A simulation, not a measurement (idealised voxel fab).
process module | voxel transistor to metal
cross-section cut | 150 nm wide | cells 5 nm
A cross-section is a grid of square cells, given in bands from the top down. A band is one or more rows of cells.
Each band's line starts with the height of the band's top and of its bottom, in nm. Then come its materials from left to right, each with its width in nm. One material with "throughout" fills the band from edge to edge. "air" is empty space.
Height 0 is the level under which the wafer as received is all one material. The lowest band goes on downwards, as in "0 down".
A width such as "30 to 40" changes by the same amount from each row of cells to the next, from the band's top row to its bottom row.
"no change" after a step means that no cell of the cross-section changed.
closed voids: empty space of 8 cells or more with no open way to the top, each as width x height at its distance from the left edge, in nm
after a step's settings: what the simulator itself notes on the step
overlay nm, on a step with a mask: how far to the right of its planned place the mask lay; to the left if negative
plan
1 op RECEIVE | material Si
2 op CONFORMAL_DEP | material SiO2 | thk nm 5
3 op CONFORMAL_DEP | material SiN | thk nm 15
4 op DIRECTIONAL_DEP | material aC | thk nm 10
5 op PATTERN | tone cover | mask id ACTIVE | material resist | width nm 105 | thk nm 30 | overlay nm 0
6 op DIRECTIONAL_ETCH | etch materials aC | depth nm 10
7 op STRIP | etch materials resist
8 op DIRECTIONAL_ETCH | etch materials SiN | depth nm 15
9 op DIRECTIONAL_ETCH | etch materials SiO2 | depth nm 5
10 op DIRECTIONAL_ETCH | etch materials Si | depth nm 35
11 op STRIP | etch materials aC
12 op OXIDIZE | depth nm 5
13 op FILL_DEP | material SiO2 | thk nm 5
14 op CMP | height nm 20
15 op SELECTIVE_ETCH | etch materials SiO2 | depth nm 5
16 op STRIP | etch materials SiN
17 op SELECTIVE_ETCH | etch materials SiO2 | depth nm 5
18 op OXIDIZE | depth nm 5
19 op DIRECTIONAL_DEP | material polySi | thk nm 20
20 op DIRECTIONAL_DEP | material SiCN | thk nm 15
21 op MASKED_ETCH | tone cover | mask id GATE | width nm 25 | etch materials SiCN | depth nm 25 | overlay nm 0
22 op MASKED_ETCH | tone cover | mask id GATE | width nm 25 | etch materials polySi | depth nm 30 | overlay nm 0
23 op CONFORMAL_DEP | material SiO2 | thk nm 5
24 op DIRECTIONAL_ETCH | etch materials SiO2 | depth nm 5
25 op CONFORMAL_DEP | material SiN | thk nm 5
26 op DIRECTIONAL_ETCH | etch materials SiN | depth nm 5
27 op DIRECTIONAL_ETCH | etch materials SiO2 | depth nm 5
28 op DIRECTIONAL_ETCH | etch materials Si | depth nm 10
29 op EPI | material pSi | thk nm 15
30 op FILL_DEP | material SiO2 | thk nm 10
31 op CMP | height nm 35
32 op DIRECTIONAL_DEP | material SiO2 | thk nm 10
33 op PATTERN | tone open | mask id CONTACT | material resist | width nm 30 | pitch nm 65 | thk nm 15 | overlay nm 0
34 op DIRECTIONAL_ETCH | etch materials SiO2 | depth nm 45
35 op STRIP | etch materials resist
36 op CONFORMAL_DEP | material TiN | thk nm 5
37 op FILL_DEP | material W | thk nm 5
38 op CMP | height nm 45
39 op DIRECTIONAL_DEP | material TiN | thk nm 5
40 op DIRECTIONAL_DEP | material W | thk nm 15
41 op PATTERN | tone cover | mask id METAL_1 | material resist | width nm 20 | pitch nm 75 | thk nm 20 | overlay nm 0
42 op DIRECTIONAL_ETCH | etch materials W | depth nm 15
43 op DIRECTIONAL_ETCH | etch materials TiN | depth nm 5
44 op STRIP | etch materials resist
45 op FILL_DEP | material lowk | thk nm 10
46 op CMP | height nm 65
47 op CONFORMAL_DEP | material SiCN | thk nm 5
first wafer, as planned
as received, after step 1
  0 down: Si throughout
  closed voids: none
after step 2
  5 to 0: SiO2 throughout
  below 0: unchanged
after step 3
  20 to 5: SiN throughout
  below 5: unchanged
after step 4
  30 to 20: aC throughout
  below 20: unchanged
after step 5
  60 to 30: air 20 | resist 105 | air 25
  below 30: unchanged
after step 6
  50 to 30: air 20 | resist 105 | air 25
  30 to 20: air 20 | aC 105 | air 25
  below 20: unchanged
after step 7
  30 to 20: air 20 | aC 105 | air 25
  below 20: unchanged
after step 8
  30 to 20: air 20 | aC 105 | air 25
  20 to 5: air 20 | SiN 105 | air 25
  below 5: unchanged
after step 9
  30 to 20: air 20 | aC 105 | air 25
  20 to 5: air 20 | SiN 105 | air 25
  5 to 0: air 20 | SiO2 105 | air 25
  below 0: unchanged
after step 10
  30 to 20: air 20 | aC 105 | air 25
  20 to 5: air 20 | SiN 105 | air 25
  5 to 0: air 20 | SiO2 105 | air 25
  0 to -35: air 20 | Si 105 | air 25
  below -35: unchanged
after step 11
  20 to 5: air 20 | SiN 105 | air 25
  below 5: unchanged
after step 12
  20 to 5: air 20 | SiN 105 | air 25
  5 to 0: air 20 | SiO2 105 | air 25
  0 to -35: air 20 | SiO2 5 | Si 95 | SiO2 5 | air 25
  -35 to -40: SiO2 25 | Si 95 | SiO2 30
  below -40: unchanged
after step 13
  25 to 20: SiO2 throughout
  20 to 5: SiO2 20 | SiN 105 | SiO2 25
  5 to 0: SiO2 throughout
  0 to -40: SiO2 25 | Si 95 | SiO2 30
  below -40: unchanged
after step 14
  20 to 5: SiO2 20 | SiN 105 | SiO2 25
  below 5: unchanged
after step 15
  20 to 15: air 20 | SiN 105 | air 25
  below 15: unchanged
after step 16
  15 to 5: SiO2 20 | air 105 | SiO2 25
  below 5: unchanged
after step 17
  10 to 0: SiO2 15 | air 115 | SiO2 20
  below 0: unchanged
after step 18
  10 to 0: SiO2 15 | air 115 | SiO2 20
  0 to -5: SiO2 throughout
  below -5: unchanged
after step 19
  30 to 20: polySi 15 | air 115 | polySi 20
  20 to 10: polySi throughout
  10 to 0: SiO2 15 | polySi 115 | SiO2 20
  below 0: unchanged
after step 20
  45 to 35: SiCN 15 | air 115 | SiCN 20
  35 to 30: SiCN throughout
  30 to 20: polySi 15 | SiCN 115 | polySi 20
  below 20: unchanged
after step 21
  35 to 30: air 60 | SiCN 25 | air 65
  30 to 20: polySi 15 | air 45 | SiCN 25 | air 45 | polySi 20
  below 20: unchanged
after step 22
  35 to 20: air 60 | SiCN 25 | air 65
  20 to 10: air 60 | polySi 25 | air 65
  10 to 0: SiO2 15 | air 45 | polySi 25 | air 45 | SiO2 20
  below 0: unchanged
after step 23
  40 to 35: air 55 | SiO2 35 | air 60
  35 to 20: air 55 | SiO2 5 | SiCN 25 | SiO2 5 | air 60
  20 to 15: air 55 | SiO2 5 | polySi 25 | SiO2 5 | air 60
  15 to 5: SiO2 20 | air 35 | SiO2 5 | polySi 25 | SiO2 5 | air 35 | SiO2 25
  5 to 0: SiO2 60 | polySi 25 | SiO2 65
  below 0: unchanged
after step 24
  35 to 20: air 55 | SiO2 5 | SiCN 25 | SiO2 5 | air 60
  20 to 10: air 55 | SiO2 5 | polySi 25 | SiO2 5 | air 60
  10 to 0: SiO2 20 | air 35 | SiO2 5 | polySi 25 | SiO2 5 | air 35 | SiO2 25
  below 0: unchanged
after step 25
  40 to 35: air 50 | SiN 45 | air 55
  35 to 20: air 50 | SiN 5 | SiO2 5 | SiCN 25 | SiO2 5 | SiN 5 | air 55
  20 to 15: air 50 | SiN 5 | SiO2 5 | polySi 25 | SiO2 5 | SiN 5 | air 55
  15 to 10: SiN 25 | air 25 | SiN 5 | SiO2 5 | polySi 25 | SiO2 5 | SiN 5 | air 25 | SiN 30
  10 to 5: SiO2 20 | SiN 5 | air 25 | SiN 5 | SiO2 5 | polySi 25 | SiO2 5 | SiN 5 | air 25 | SiN 5 | SiO2 25
  5 to 0: SiO2 20 | SiN 35 | SiO2 5 | polySi 25 | SiO2 5 | SiN 35 | SiO2 25
  below 0: unchanged
after step 26
  35 to 20: air 50 | SiN 5 | SiO2 5 | SiCN 25 | SiO2 5 | SiN 5 | air 55
  20 to 10: air 50 | SiN 5 | SiO2 5 | polySi 25 | SiO2 5 | SiN 5 | air 55
  10 to 0: SiO2 20 | SiN 5 | air 25 | SiN 5 | SiO2 5 | polySi 25 | SiO2 5 | SiN 5 | air 25 | SiN 5 | SiO2 25
  below 0: unchanged
after step 27
  35 to 30: air 50 | SiN 5 | air 5 | SiCN 25 | air 5 | SiN 5 | air 55
  30 to 20: air 50 | SiN 5 | SiO2 5 | SiCN 25 | SiO2 5 | SiN 5 | air 55
  20 to 10: air 50 | SiN 5 | SiO2 5 | polySi 25 | SiO2 5 | SiN 5 | air 55
  10 to 5: air 20 | SiN 5 | air 25 | SiN 5 | SiO2 5 | polySi 25 | SiO2 5 | SiN 5 | air 25 | SiN 5 | air 25
  5 to 0: SiO2 20 | SiN 5 | air 25 | SiN 5 | SiO2 5 | polySi 25 | SiO2 5 | SiN 5 | air 25 | SiN 5 | SiO2 25
  0 to -5: SiO2 25 | air 25 | SiO2 45 | air 25 | SiO2 30
  below -5: unchanged
after step 28
  35 to 30: air 50 | SiN 5 | air 5 | SiCN 25 | air 5 | SiN 5 | air 55
  30 to 20: air 50 | SiN 5 | SiO2 5 | SiCN 25 | SiO2 5 | SiN 5 | air 55
  20 to 10: air 50 | SiN 5 | SiO2 5 | polySi 25 | SiO2 5 | SiN 5 | air 55
  10 to 5: air 20 | SiN 5 | air 25 | SiN 5 | SiO2 5 | polySi 25 | SiO2 5 | SiN 5 | air 25 | SiN 5 | air 25
  5 to 0: SiO2 20 | SiN 5 | air 25 | SiN 5 | SiO2 5 | polySi 25 | SiO2 5 | SiN 5 | air 25 | SiN 5 | SiO2 25
  0 to -5: SiO2 25 | air 25 | SiO2 45 | air 25 | SiO2 30
  -5 to -15: SiO2 25 | air 25 | Si 45 | air 25 | SiO2 30
  below -15: unchanged
after step 29
  35 to 30: air 50 | SiN 5 | air 5 | SiCN 25 | air 5 | SiN 5 | air 55
  30 to 20: air 50 | SiN 5 | SiO2 5 | SiCN 25 | SiO2 5 | SiN 5 | air 55
  20 to 10: air 50 | SiN 5 | SiO2 5 | polySi 25 | SiO2 5 | SiN 5 | air 55
  10 to 5: air 20 | SiN 5 | air 10 | pSi 15 | SiN 5 | SiO2 5 | polySi 25 | SiO2 5 | SiN 5 | pSi 15 | air 10 | SiN 5 | air 25
  5 to 0: SiO2 20 | SiN 5 | air 10 | pSi 15 | SiN 5 | SiO2 5 | polySi 25 | SiO2 5 | SiN 5 | pSi 15 | air 10 | SiN 5 | SiO2 25
  0 to -5: SiO2 25 | pSi 25 | SiO2 45 | pSi 25 | SiO2 30
  -5 to -15: SiO2 25 | pSi 25 | Si 45 | pSi 25 | SiO2 30
  below -15: unchanged
after step 30
  45 to 35: SiO2 throughout
  35 to 20: SiO2 50 | SiN 5 | SiO2 5 | SiCN 25 | SiO2 5 | SiN 5 | SiO2 55
  20 to 10: SiO2 50 | SiN 5 | SiO2 5 | polySi 25 | SiO2 5 | SiN 5 | SiO2 55
  10 to 0: SiO2 20 | SiN 5 | SiO2 10 | pSi 15 | SiN 5 | SiO2 5 | polySi 25 | SiO2 5 | SiN 5 | pSi 15 | SiO2 10 | SiN 5 | SiO2 25
  below 0: unchanged
after step 31
  35 to 20: SiO2 50 | SiN 5 | SiO2 5 | SiCN 25 | SiO2 5 | SiN 5 | SiO2 55
  below 20: unchanged
after step 32
  45 to 35: SiO2 throughout
  below 35: unchanged
after step 33
  60 to 45: resist 25 | air 30 | resist 35 | air 30 | resist 30
  below 45: unchanged
after step 34
  60 to 45: resist 25 | air 30 | resist 35 | air 30 | resist 30
  45 to 35: SiO2 25 | air 30 | SiO2 35 | air 30 | SiO2 30
  35 to 20: SiO2 25 | air 25 | SiN 5 | SiO2 5 | SiCN 25 | SiO2 5 | SiN 5 | air 25 | SiO2 30
  20 to 10: SiO2 25 | air 25 | SiN 5 | SiO2 5 | polySi 25 | SiO2 5 | SiN 5 | air 25 | SiO2 30
  10 to 0: SiO2 20 | SiN 5 | air 10 | pSi 15 | SiN 5 | SiO2 5 | polySi 25 | SiO2 5 | SiN 5 | pSi 15 | air 10 | SiN 5 | SiO2 25
  below 0: unchanged
after step 35
  45 to 35: SiO2 25 | air 30 | SiO2 35 | air 30 | SiO2 30
  below 35: unchanged
after step 36
  50 to 45: TiN 30 | air 20 | TiN 45 | air 20 | TiN 35
  45 to 35: SiO2 25 | TiN 5 | air 20 to 15 | TiN 5 to 10 | SiO2 35 | TiN 5 to 10 | air 20 to 15 | TiN 5 | SiO2 30
  35 to 20: SiO2 25 | TiN 5 | air 15 | TiN 5 | SiN 5 | SiO2 5 | SiCN 25 | SiO2 5 | SiN 5 | TiN 5 | air 15 | TiN 5 | SiO2 30
  20 to 15: SiO2 25 | TiN 5 | air 15 | TiN 5 | SiN 5 | SiO2 5 | polySi 25 | SiO2 5 | SiN 5 | TiN 5 | air 15 | TiN 5 | SiO2 30
  15 to 10: SiO2 25 | TiN 25 | SiN 5 | SiO2 5 | polySi 25 | SiO2 5 | SiN 5 | TiN 25 | SiO2 30
  10 to 0: SiO2 20 | SiN 5 | TiN 10 | pSi 15 | SiN 5 | SiO2 5 | polySi 25 | SiO2 5 | SiN 5 | pSi 15 | TiN 10 | SiN 5 | SiO2 25
  below 0: unchanged
after step 37
  55 to 50: W throughout
  50 to 45: TiN 30 | W 20 | TiN 45 | W 20 | TiN 35
  45 to 35: SiO2 25 | TiN 5 | W 20 to 15 | TiN 5 to 10 | SiO2 35 | TiN 5 to 10 | W 20 to 15 | TiN 5 | SiO2 30
  35 to 20: SiO2 25 | TiN 5 | W 15 | TiN 5 | SiN 5 | SiO2 5 | SiCN 25 | SiO2 5 | SiN 5 | TiN 5 | W 15 | TiN 5 | SiO2 30
  20 to 15: SiO2 25 | TiN 5 | W 15 | TiN 5 | SiN 5 | SiO2 5 | polySi 25 | SiO2 5 | SiN 5 | TiN 5 | W 15 | TiN 5 | SiO2 30
  below 15: unchanged
after step 38
  45 to 35: SiO2 25 | TiN 5 | W 20 to 15 | TiN 5 to 10 | SiO2 35 | TiN 5 to 10 | W 20 to 15 | TiN 5 | SiO2 30
  below 35: unchanged
after step 39
  50 to 45: TiN throughout
  below 45: unchanged
after step 40
  65 to 50: W throughout
  below 50: unchanged
after step 41
  85 to 65: air 25 | resist 20 | air 55 | resist 20 | air 30
  below 65: unchanged
after step 42
  85 to 65: air 25 | resist 20 | air 55 | resist 20 | air 30
  65 to 50: air 25 | W 20 | air 55 | W 20 | air 30
  below 50: unchanged
after step 43
  85 to 65: air 25 | resist 20 | air 55 | resist 20 | air 30
  65 to 50: air 25 | W 20 | air 55 | W 20 | air 30
  50 to 45: air 25 | TiN 20 | air 55 | TiN 20 | air 30
  below 45: unchanged
after step 44
  65 to 50: air 25 | W 20 | air 55 | W 20 | air 30
  below 50: unchanged
after step 45
  75 to 65: lowk throughout
  65 to 50: lowk 25 | W 20 | lowk 55 | W 20 | lowk 30
  50 to 45: lowk 25 | TiN 20 | lowk 55 | TiN 20 | lowk 30
  below 45: unchanged
after step 46
  65 to 50: lowk 25 | W 20 | lowk 55 | W 20 | lowk 30
  below 50: unchanged
after step 47
  70 to 65: SiCN throughout
  below 65: unchanged
second wafer: like start, like plan, one mistake. Through step 4 it matches the first wafer
when step 5 should have ended
  60 to 30: air 30 | resist 105 | air 15
  below 30: unchanged
when step 6 should have ended
  50 to 30: air 30 | resist 105 | air 15
  30 to 20: air 30 | aC 105 | air 15
  below 20: unchanged
when step 7 should have ended
  30 to 20: air 30 | aC 105 | air 15
  below 20: unchanged
when step 8 should have ended
  30 to 20: air 30 | aC 105 | air 15
  20 to 5: air 30 | SiN 105 | air 15
  below 5: unchanged
when step 9 should have ended
  30 to 20: air 30 | aC 105 | air 15
  20 to 5: air 30 | SiN 105 | air 15
  5 to 0: air 30 | SiO2 105 | air 15
  below 0: unchanged
when step 10 should have ended
  30 to 20: air 30 | aC 105 | air 15
  20 to 5: air 30 | SiN 105 | air 15
  5 to 0: air 30 | SiO2 105 | air 15
  0 to -35: air 30 | Si 105 | air 15
  below -35: unchanged
when step 11 should have ended
  20 to 5: air 30 | SiN 105 | air 15
  below 5: unchanged
when step 12 should have ended
  20 to 5: air 30 | SiN 105 | air 15
  5 to 0: air 30 | SiO2 105 | air 15
  0 to -35: air 30 | SiO2 5 | Si 95 | SiO2 5 | air 15
  -35 to -40: SiO2 35 | Si 95 | SiO2 20
  below -40: unchanged
when step 13 should have ended
  25 to 20: SiO2 throughout
  20 to 5: SiO2 30 | SiN 105 | SiO2 15
  5 to 0: SiO2 throughout
  0 to -40: SiO2 35 | Si 95 | SiO2 20
  below -40: unchanged
when step 14 should have ended
  20 to 5: SiO2 30 | SiN 105 | SiO2 15
  below 5: unchanged
when step 15 should have ended
  20 to 15: air 30 | SiN 105 | air 15
  below 15: unchanged
when step 16 should have ended
  15 to 5: SiO2 30 | air 105 | SiO2 15
  below 5: unchanged
when step 17 should have ended
  10 to 0: SiO2 25 | air 115 | SiO2 10
  below 0: unchanged
when step 18 should have ended
  10 to 0: SiO2 25 | air 115 | SiO2 10
  0 to -5: SiO2 throughout
  below -5: unchanged
when step 19 should have ended
  30 to 20: polySi 25 | air 115 | polySi 10
  20 to 10: polySi throughout
  10 to 0: SiO2 25 | polySi 115 | SiO2 10
  below 0: unchanged
when step 20 should have ended
  45 to 35: SiCN 25 | air 115 | SiCN 10
  35 to 30: SiCN throughout
  30 to 20: polySi 25 | SiCN 115 | polySi 10
  below 20: unchanged
when step 21 should have ended
  35 to 30: air 60 | SiCN 25 | air 65
  30 to 20: polySi 25 | air 35 | SiCN 25 | air 55 | polySi 10
  below 20: unchanged
when step 22 should have ended
  35 to 20: air 60 | SiCN 25 | air 65
  20 to 10: air 60 | polySi 25 | air 65
  10 to 0: SiO2 25 | air 35 | polySi 25 | air 55 | SiO2 10
  below 0: unchanged
when step 23 should have ended
  40 to 35: air 55 | SiO2 35 | air 60
  35 to 20: air 55 | SiO2 5 | SiCN 25 | SiO2 5 | air 60
  20 to 15: air 55 | SiO2 5 | polySi 25 | SiO2 5 | air 60
  15 to 5: SiO2 30 | air 25 | SiO2 5 | polySi 25 | SiO2 5 | air 45 | SiO2 15
  5 to 0: SiO2 60 | polySi 25 | SiO2 65
  below 0: unchanged
when step 24 should have ended
  35 to 20: air 55 | SiO2 5 | SiCN 25 | SiO2 5 | air 60
  20 to 10: air 55 | SiO2 5 | polySi 25 | SiO2 5 | air 60
  10 to 0: SiO2 30 | air 25 | SiO2 5 | polySi 25 | SiO2 5 | air 45 | SiO2 15
  below 0: unchanged
when step 25 should have ended
  40 to 35: air 50 | SiN 45 | air 55
  35 to 20: air 50 | SiN 5 | SiO2 5 | SiCN 25 | SiO2 5 | SiN 5 | air 55
  20 to 15: air 50 | SiN 5 | SiO2 5 | polySi 25 | SiO2 5 | SiN 5 | air 55
  15 to 10: SiN 35 | air 15 | SiN 5 | SiO2 5 | polySi 25 | SiO2 5 | SiN 5 | air 35 | SiN 20
  10 to 5: SiO2 30 | SiN 5 | air 15 | SiN 5 | SiO2 5 | polySi 25 | SiO2 5 | SiN 5 | air 35 | SiN 5 | SiO2 15
  5 to 0: SiO2 30 | SiN 25 | SiO2 5 | polySi 25 | SiO2 5 | SiN 45 | SiO2 15
  below 0: unchanged
when step 26 should have ended
  35 to 20: air 50 | SiN 5 | SiO2 5 | SiCN 25 | SiO2 5 | SiN 5 | air 55
  20 to 10: air 50 | SiN 5 | SiO2 5 | polySi 25 | SiO2 5 | SiN 5 | air 55
  10 to 0: SiO2 30 | SiN 5 | air 15 | SiN 5 | SiO2 5 | polySi 25 | SiO2 5 | SiN 5 | air 35 | SiN 5 | SiO2 15
  below 0: unchanged
when step 27 should have ended
  35 to 30: air 50 | SiN 5 | air 5 | SiCN 25 | air 5 | SiN 5 | air 55
  30 to 20: air 50 | SiN 5 | SiO2 5 | SiCN 25 | SiO2 5 | SiN 5 | air 55
  20 to 10: air 50 | SiN 5 | SiO2 5 | polySi 25 | SiO2 5 | SiN 5 | air 55
  10 to 5: air 30 | SiN 5 | air 15 | SiN 5 | SiO2 5 | polySi 25 | SiO2 5 | SiN 5 | air 35 | SiN 5 | air 15
  5 to 0: SiO2 30 | SiN 5 | air 15 | SiN 5 | SiO2 5 | polySi 25 | SiO2 5 | SiN 5 | air 35 | SiN 5 | SiO2 15
  0 to -5: SiO2 35 | air 15 | SiO2 45 | air 35 | SiO2 20
  below -5: unchanged
when step 28 should have ended
  35 to 30: air 50 | SiN 5 | air 5 | SiCN 25 | air 5 | SiN 5 | air 55
  30 to 20: air 50 | SiN 5 | SiO2 5 | SiCN 25 | SiO2 5 | SiN 5 | air 55
  20 to 10: air 50 | SiN 5 | SiO2 5 | polySi 25 | SiO2 5 | SiN 5 | air 55
  10 to 5: air 30 | SiN 5 | air 15 | SiN 5 | SiO2 5 | polySi 25 | SiO2 5 | SiN 5 | air 35 | SiN 5 | air 15
  5 to 0: SiO2 30 | SiN 5 | air 15 | SiN 5 | SiO2 5 | polySi 25 | SiO2 5 | SiN 5 | air 35 | SiN 5 | SiO2 15
  0 to -5: SiO2 35 | air 15 | SiO2 45 | air 35 | SiO2 20
  -5 to -15: SiO2 35 | air 15 | Si 45 | air 35 | SiO2 20
  below -15: unchanged
when step 29 should have ended
  35 to 30: air 50 | SiN 5 | air 5 | SiCN 25 | air 5 | SiN 5 | air 55
  30 to 20: air 50 | SiN 5 | SiO2 5 | SiCN 25 | SiO2 5 | SiN 5 | air 55
  20 to 10: air 50 | SiN 5 | SiO2 5 | polySi 25 | SiO2 5 | SiN 5 | air 55
  10 to 5: air 30 | SiN 5 | pSi 15 | SiN 5 | SiO2 5 | polySi 25 | SiO2 5 | SiN 5 | pSi 15 | air 20 | SiN 5 | air 15
  5 to 0: SiO2 30 | SiN 5 | pSi 15 | SiN 5 | SiO2 5 | polySi 25 | SiO2 5 | SiN 5 | pSi 15 | air 20 | SiN 5 | SiO2 15
  0 to -5: SiO2 35 | pSi 15 | SiO2 45 | pSi 35 | SiO2 20
  -5 to -15: SiO2 35 | pSi 15 | Si 45 | pSi 35 | SiO2 20
  below -15: unchanged
when step 30 should have ended
  45 to 35: SiO2 throughout
  35 to 20: SiO2 50 | SiN 5 | SiO2 5 | SiCN 25 | SiO2 5 | SiN 5 | SiO2 55
  20 to 10: SiO2 50 | SiN 5 | SiO2 5 | polySi 25 | SiO2 5 | SiN 5 | SiO2 55
  10 to 0: SiO2 30 | SiN 5 | pSi 15 | SiN 5 | SiO2 5 | polySi 25 | SiO2 5 | SiN 5 | pSi 15 | SiO2 20 | SiN 5 | SiO2 15
  below 0: unchanged
when step 31 should have ended
  35 to 20: SiO2 50 | SiN 5 | SiO2 5 | SiCN 25 | SiO2 5 | SiN 5 | SiO2 55
  below 20: unchanged
when step 32 should have ended
  45 to 35: SiO2 throughout
  below 35: unchanged
when step 33 should have ended
  60 to 45: resist 25 | air 30 | resist 35 | air 30 | resist 30
  below 45: unchanged
when step 34 should have ended
  60 to 45: resist 25 | air 30 | resist 35 | air 30 | resist 30
  45 to 35: SiO2 25 | air 30 | SiO2 35 | air 30 | SiO2 30
  35 to 20: SiO2 25 | air 25 | SiN 5 | SiO2 5 | SiCN 25 | SiO2 5 | SiN 5 | air 25 | SiO2 30
  20 to 10: SiO2 25 | air 25 | SiN 5 | SiO2 5 | polySi 25 | SiO2 5 | SiN 5 | air 25 | SiO2 30
  10 to 0: SiO2 25 | air 5 | SiN 5 | pSi 15 | SiN 5 | SiO2 5 | polySi 25 | SiO2 5 | SiN 5 | pSi 15 | air 10 | SiO2 10 | SiN 5 | SiO2 15
  below 0: unchanged
when step 35 should have ended
  45 to 35: SiO2 25 | air 30 | SiO2 35 | air 30 | SiO2 30
  below 35: unchanged
when step 36 should have ended
  50 to 45: TiN 30 | air 20 | TiN 45 | air 20 | TiN 35
  45 to 35: SiO2 25 | TiN 5 | air 20 to 15 | TiN 5 to 10 | SiO2 35 | TiN 5 to 10 | air 20 to 15 | TiN 5 | SiO2 30
  35 to 20: SiO2 25 | TiN 5 | air 15 | TiN 5 | SiN 5 | SiO2 5 | SiCN 25 | SiO2 5 | SiN 5 | TiN 5 | air 15 | TiN 5 | SiO2 30
  20 to 15: SiO2 25 | TiN 5 | air 15 | TiN 5 | SiN 5 | SiO2 5 | polySi 25 | SiO2 5 | SiN 5 | TiN 5 | air 15 | TiN 5 | SiO2 30
  15 to 10: SiO2 25 | TiN 25 | SiN 5 | SiO2 5 | polySi 25 | SiO2 5 | SiN 5 | TiN 25 | SiO2 30
  10 to 0: SiO2 25 | TiN 5 | SiN 5 | pSi 15 | SiN 5 | SiO2 5 | polySi 25 | SiO2 5 | SiN 5 | pSi 15 | TiN 10 | SiO2 10 | SiN 5 | SiO2 15
  below 0: unchanged
when step 37 should have ended
  55 to 50: W throughout
  50 to 45: TiN 30 | W 20 | TiN 45 | W 20 | TiN 35
  45 to 35: SiO2 25 | TiN 5 | W 20 to 15 | TiN 5 to 10 | SiO2 35 | TiN 5 to 10 | W 20 to 15 | TiN 5 | SiO2 30
  35 to 20: SiO2 25 | TiN 5 | W 15 | TiN 5 | SiN 5 | SiO2 5 | SiCN 25 | SiO2 5 | SiN 5 | TiN 5 | W 15 | TiN 5 | SiO2 30
  20 to 15: SiO2 25 | TiN 5 | W 15 | TiN 5 | SiN 5 | SiO2 5 | polySi 25 | SiO2 5 | SiN 5 | TiN 5 | W 15 | TiN 5 | SiO2 30
  below 15: unchanged
when step 38 should have ended
  45 to 35: SiO2 25 | TiN 5 | W 20 to 15 | TiN 5 to 10 | SiO2 35 | TiN 5 to 10 | W 20 to 15 | TiN 5 | SiO2 30
  below 35: unchanged
when step 39 should have ended
  50 to 45: TiN throughout
  below 45: unchanged
when step 40 should have ended
  65 to 50: W throughout
  below 50: unchanged
when step 41 should have ended
  85 to 65: air 25 | resist 20 | air 55 | resist 20 | air 30
  below 65: unchanged
when step 42 should have ended
  85 to 65: air 25 | resist 20 | air 55 | resist 20 | air 30
  65 to 50: air 25 | W 20 | air 55 | W 20 | air 30
  below 50: unchanged
when step 43 should have ended
  85 to 65: air 25 | resist 20 | air 55 | resist 20 | air 30
  65 to 50: air 25 | W 20 | air 55 | W 20 | air 30
  50 to 45: air 25 | TiN 20 | air 55 | TiN 20 | air 30
  below 45: unchanged
when step 44 should have ended
  65 to 50: air 25 | W 20 | air 55 | W 20 | air 30
  below 50: unchanged
when step 45 should have ended
  75 to 65: lowk throughout
  65 to 50: lowk 25 | W 20 | lowk 55 | W 20 | lowk 30
  50 to 45: lowk 25 | TiN 20 | lowk 55 | TiN 20 | lowk 30
  below 45: unchanged
when step 46 should have ended
  65 to 50: lowk 25 | W 20 | lowk 55 | W 20 | lowk 30
  below 50: unchanged
when step 47 should have ended
  70 to 65: SiCN throughout
  below 65: unchanged
what went wrong: step 5 ran as: op PATTERN | tone cover | mask id ACTIVE | material resist | width nm 105 | thk nm 30 | overlay nm 10
at the end the second wafer has, in cells: 2 more of SiO2 | 2 fewer of TiN
